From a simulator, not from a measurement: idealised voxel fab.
The process module that follows is named voxel ribs on slabs.
The cross-section on display is named cut; it measures 295 nm wide, and its cells are 5 nm squares.
Format of a cross-section: grid, square cells. Given as bands. Order: top down. Band: one or more rows of cells.
Look at the band entry: it leads with the top's height and the bottom's height in nm. Then it lists the materials left to right, with a width in nm for each. The word "everywhere" on a single material says that material fills the band edge to edge. The word "air" is empty space.
All heights in this document are referenced to 0, defined as the level beneath which the wafer, as received, consists entirely of one material. The lowest band is not bounded below; it extends indefinitely downward and is written in the form "0 -> down".
It should be noted that a width expressed as "30->40" varies in equal increments from row to row of cells within the band, taking the value of the first number at the top row and that of the second number at the bottom row.
Given "no modification" for a step, no cell of the cross-section differs between before and after that step.
Entrapped voids: empty space of 8 cells or more with no open way to the top, each as width x height at its distance from the left edge, in nm
Whatever follows a step's settings on its line is a remark the simulator itself makes about that step.
overlay nm: mask right of planned place by this much (step with mask). Neg. = left.

Intended process steps
1) RECEIVE, material Si
2) DIRECTIONAL_DEP, material SiO2, thk nm 20
3) DIRECTIONAL_DEP, material SiN, thk nm 15
4) MASKED_ETCH, tone cover, mask id RIB, width nm 20, etch materials SiN, depth nm 5, overlay nm 0
5) DIRECTIONAL_DEP, material aC, thk nm 15
6) PATTERN, tone cover, mask id SLAB, material resist, width nm 50, thk nm 30, overlay nm 0
7) DIRECTIONAL_ETCH, etch materials aC, depth nm 15
8) STRIP, etch materials resist
9) DIRECTIONAL_ETCH, etch materials SiN, depth nm 10
10) STRIP, etch materials aC
11) FILL_DEP, material SiO2, thk nm 20
12) CMP, height nm 45
13) DIRECTIONAL_DEP, material TiN, thk nm 5
14) PATTERN, tone cover, mask id HEATER, material resist, width nm 30, thk nm 15, overlay nm 0
15) DIRECTIONAL_ETCH, etch materials TiN, depth nm 5
16) STRIP, etch materials resist
17) CONFORMAL_DEP, material SiO2, thk nm 10

Wafer as received: cross-section following step 1
  0 -> down | Si everywhere
  Entrapped voids: none

First wafer of two, sectioned at end of module; run went per plan
  60 -> 55 | 120 air, then 50 SiO2, then 125 air
  55 -> 50 | SiO2 everywhere
  50 -> 45 | 130 SiO2, then 30 TiN, then 135 SiO2
  45 -> 35 | SiO2 everywhere
  35 -> 30 | 135 SiO2, then 20 SiN, then 140 SiO2
  30 -> 20 | 120 SiO2, then 50 SiN, then 125 SiO2
  20 -> 0 | SiO2 everywhere
  0 -> down | Si everywhere
  Entrapped voids: none

Wafer two, end of module, cross-section. Same start, same plan as wafer one. One mistake in the run
  60 -> 55 | 120 air, then 50 SiO2, then 125 air
  55 -> 50 | SiO2 everywhere
  50 -> 45 | 130 SiO2, then 30 TiN, then 135 SiO2
  45 -> 40 | 120 SiO2, then 50 SiN, then 125 SiO2
  40 -> 0 | SiO2 everywhere
  0 -> down | Si everywhere
  Entrapped voids: none
Which mistake was made when the wafer was run? execution of plan step 2 occurred twice
End of process, cell counts, second wafer against first, materials with more or fewer: -14 SiN | +14 SiO2
